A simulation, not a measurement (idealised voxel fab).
You're looking at the process module voxel gate over fins.
cross-section cut | 215 nm wide | cells 5 nm
Think of the cross-section as a grid of square cells. We describe it in bands, top to bottom, and each band covers one or more rows of those cells.
The band entry comprises the height of the band's top followed by the height of its bottom, expressed in nm, and subsequently the band's materials from left to right, each stated together with its width in nm. Where a single material is marked with the word "all across", that material fills the band from edge to edge. The word "empty" represents empty space.
Heights are measured from 0, the level below which the as-received wafer is all one material; the lowest band has no bottom and continues downward, written as in "0 -> down".
The expression "30..40" gives the width at the extremes of the band, the first number at its top row of cells and the second at its bottom row, with the width changing by equal amounts from each row to the next in between.
"no alterations made", as given for a step, is the statement that not any cell of the cross-section underwent a change during that step.
Closed-off voids of 8+ cells (no open route to the top) go in "Unvented cavities", written width x height at distance from the left edge, in nm.
Step line, after settings: the simulator's comment on this step.
Regarding "overlay nm": on a step with a mask, it is the distance the mask lay to the right of its planned place; a negative value places it to the left.
-- Planned process steps
1,RECEIVE: material Si
2,CONFORMAL_DEP: material SiN, thk nm 5
3,MASKED_ETCH: tone cover, mask id FINS, width nm 15, pitch nm 40, etch materials SiN, depth nm 5, overlay nm 0
4,MASKED_ETCH: tone cover, mask id FINS, width nm 15, pitch nm 40, etch materials Si, depth nm 35, overlay nm 0
5,FILL_DEP: material SiO2, thk nm 15
6,CMP: height nm 5
7,SELECTIVE_ETCH: etch materials SiO2, depth nm 20
8,STRIP: etch materials SiN
9,CONFORMAL_DEP: material HfO2, thk nm 5
10,CONFORMAL_DEP: material TiN, thk nm 5
11,FILL_DEP: material W, thk nm 15
12,CMP: height nm 20
13,CONFORMAL_DEP: material SiN, thk nm 5
-- Concerning the first of two wafers, which was run in accordance with the plan
-- As-received wafer cross-section (after step 1)
    0 -> down: Si all across
    Unvented cavities: none
-- Upon completion of step 2, the wafer appears in cross-section as shown
    5 -> 0: SiN all across
    Whatever lies below 0 is exactly as it was before.
-- Upon completion of step 3, the wafer appears in cross-section as shown
    5 -> 0: empty 80 nm, then SiN 15 nm, then empty 25 nm, then SiN 15 nm, then empty 80 nm
    Whatever lies below 0 is exactly as it was before.
-- Upon completion of step 4, the wafer appears in cross-section as shown
    5 -> 0: empty 80 nm, then SiN 15 nm, then empty 25 nm, then SiN 15 nm, then empty 80 nm
    0 -> -35: empty 80 nm, then Si 15 nm, then empty 25 nm, then Si 15 nm, then empty 80 nm
    Whatever lies below -35 is exactly as it was before.
-- Upon completion of step 5, the wafer appears in cross-section as shown
    20 -> 5: SiO2 all across
    5 -> 0: SiO2 80 nm, then SiN 15 nm, then SiO2 25 nm, then SiN 15 nm, then SiO2 80 nm
    0 -> -35: SiO2 80 nm, then Si 15 nm, then SiO2 25 nm, then Si 15 nm, then SiO2 80 nm
    Whatever lies below -35 is exactly as it was before.
-- Upon completion of step 6, the wafer appears in cross-section as shown
    5 -> 0: SiO2 80 nm, then SiN 15 nm, then SiO2 25 nm, then SiN 15 nm, then SiO2 80 nm
    Whatever lies below 0 is exactly as it was before.
-- Upon completion of step 7, the wafer appears in cross-section as shown
    5 -> 0: empty 80 nm, then SiN 15 nm, then empty 25 nm, then SiN 15 nm, then empty 80 nm
    0 -> -15: empty 80 nm, then Si 15 nm, then empty 25 nm, then Si 15 nm, then empty 80 nm
    Whatever lies below -15 is exactly as it was before.
-- Upon completion of step 8, the wafer appears in cross-section as shown
    0 -> -15: empty 80 nm, then Si 15 nm, then empty 25 nm, then Si 15 nm, then empty 80 nm
    Whatever lies below -15 is exactly as it was before.
-- Upon completion of step 9, the wafer appears in cross-section as shown
    5 -> 0: empty 75 nm, then HfO2 25 nm, then empty 15 nm, then HfO2 25 nm, then empty 75 nm
    0 -> -10: empty 75 nm, then HfO2 5 nm, then Si 15 nm, then HfO2 5 nm, then empty 15 nm, then HfO2 5 nm, then Si 15 nm, then HfO2 5 nm, then empty 75 nm
    -10 -> -15: HfO2 80 nm, then Si 15 nm, then HfO2 25 nm, then Si 15 nm, then HfO2 80 nm
    Whatever lies below -15 is exactly as it was before.
-- Upon completion of step 10, the wafer appears in cross-section as shown
    10 -> 5: empty 70 nm, then TiN 35 nm, then empty 5 nm, then TiN 35 nm, then empty 70 nm
    5 -> 0: empty 70 nm, then TiN 5 nm, then HfO2 25 nm, then TiN 5 nm, then empty 5 nm, then TiN 5 nm, then HfO2 25 nm, then TiN 5 nm, then empty 70 nm
    0 -> -5: empty 70 nm, then TiN 5 nm, then HfO2 5 nm, then Si 15 nm, then HfO2 5 nm, then TiN 5 nm, then empty 5 nm, then TiN 5 nm, then HfO2 5 nm, then Si 15 nm, then HfO2 5 nm, then TiN 5 nm, then empty 70 nm
    -5 -> -10: TiN 75 nm, then HfO2 5 nm, then Si 15 nm, then HfO2 5 nm, then TiN 15 nm, then HfO2 5 nm, then Si 15 nm, then HfO2 5 nm, then TiN 75 nm
    Whatever lies below -10 is exactly as it was before.
-- Upon completion of step 11, the wafer appears in cross-section as shown
    25 -> 10: W all across
    10 -> 5: W 70 nm, then TiN 35 nm, then W 5 nm, then TiN 35 nm, then W 70 nm
    5 -> 0: W 70 nm, then TiN 5 nm, then HfO2 25 nm, then TiN 5 nm, then W 5 nm, then TiN 5 nm, then HfO2 25 nm, then TiN 5 nm, then W 70 nm
    0 -> -5: W 70 nm, then TiN 5 nm, then HfO2 5 nm, then Si 15 nm, then HfO2 5 nm, then TiN 5 nm, then W 5 nm, then TiN 5 nm, then HfO2 5 nm, then Si 15 nm, then HfO2 5 nm, then TiN 5 nm, then W 70 nm
    Whatever lies below -5 is exactly as it was before.
-- Upon completion of step 12, the wafer appears in cross-section as shown
    20 -> 10: W all across
    Whatever lies below 10 is exactly as it was before.
-- Upon completion of step 13, the wafer appears in cross-section as shown
    25 -> 20: SiN all across
    Whatever lies below 20 is exactly as it was before.
-- Second wafer, same starting state and plan as the first, one mistake in the run, identical through step 5
-- X-section, second wafer, when step 6 was due to finish
    -5 -> -35: SiO2 80 nm, then Si 15 nm, then SiO2 25 nm, then Si 15 nm, then SiO2 80 nm
    Whatever lies below -35 is exactly as it was before.
-- X-section, second wafer, when step 7 was due to finish
    -5 -> -25: empty 80 nm, then Si 15 nm, then empty 25 nm, then Si 15 nm, then empty 80 nm
    Whatever lies below -25 is exactly as it was before.
X-section, second wafer, when step 8 was due to finish: no alterations made
-- X-section, second wafer, when step 9 was due to finish
    0 -> -5: empty 75 nm, then HfO2 25 nm, then empty 15 nm, then HfO2 25 nm, then empty 75 nm
    -5 -> -20: empty 75 nm, then HfO2 5 nm, then Si 15 nm, then HfO2 5 nm, then empty 15 nm, then HfO2 5 nm, then Si 15 nm, then HfO2 5 nm, then empty 75 nm
    -20 -> -25: HfO2 80 nm, then Si 15 nm, then HfO2 25 nm, then Si 15 nm, then HfO2 80 nm
    Whatever lies below -25 is exactly as it was before.
-- X-section, second wafer, when step 10 was due to finish
    5 -> 0: empty 70 nm, then TiN 35 nm, then empty 5 nm, then TiN 35 nm, then empty 70 nm
    0 -> -5: empty 70 nm, then TiN 5 nm, then HfO2 25 nm, then TiN 5 nm, then empty 5 nm, then TiN 5 nm, then HfO2 25 nm, then TiN 5 nm, then empty 70 nm
    -5 -> -15: empty 70 nm, then TiN 5 nm, then HfO2 5 nm, then Si 15 nm, then HfO2 5 nm, then TiN 5 nm, then empty 5 nm, then TiN 5 nm, then HfO2 5 nm, then Si 15 nm, then HfO2 5 nm, then TiN 5 nm, then empty 70 nm
    -15 -> -20: TiN 75 nm, then HfO2 5 nm, then Si 15 nm, then HfO2 5 nm, then TiN 15 nm, then HfO2 5 nm, then Si 15 nm, then HfO2 5 nm, then TiN 75 nm
    Whatever lies below -20 is exactly as it was before.
-- X-section, second wafer, when step 11 was due to finish
    20 -> 5: W all across
    5 -> 0: W 70 nm, then TiN 35 nm, then W 5 nm, then TiN 35 nm, then W 70 nm
    0 -> -5: W 70 nm, then TiN 5 nm, then HfO2 25 nm, then TiN 5 nm, then W 5 nm, then TiN 5 nm, then HfO2 25 nm, then TiN 5 nm, then W 70 nm
    -5 -> -15: W 70 nm, then TiN 5 nm, then HfO2 5 nm, then Si 15 nm, then HfO2 5 nm, then TiN 5 nm, then W 5 nm, then TiN 5 nm, then HfO2 5 nm, then Si 15 nm, then HfO2 5 nm, then TiN 5 nm, then W 70 nm
    Whatever lies below -15 is exactly as it was before.
X-section, second wafer, when step 12 was due to finish: no alterations made
-- X-section, second wafer, when step 13 was due to finish
    25 -> 20: SiN all across
    Whatever lies below 20 is exactly as it was before.
Processing error: step 6 did not use the planned setting and instead ran as CMP: height nm -5
Counted in cells at the end, the second wafer holds more or fewer of these materials than the first: HfO2 +4; Si -6; SiO2 -74; TiN +4; W +72
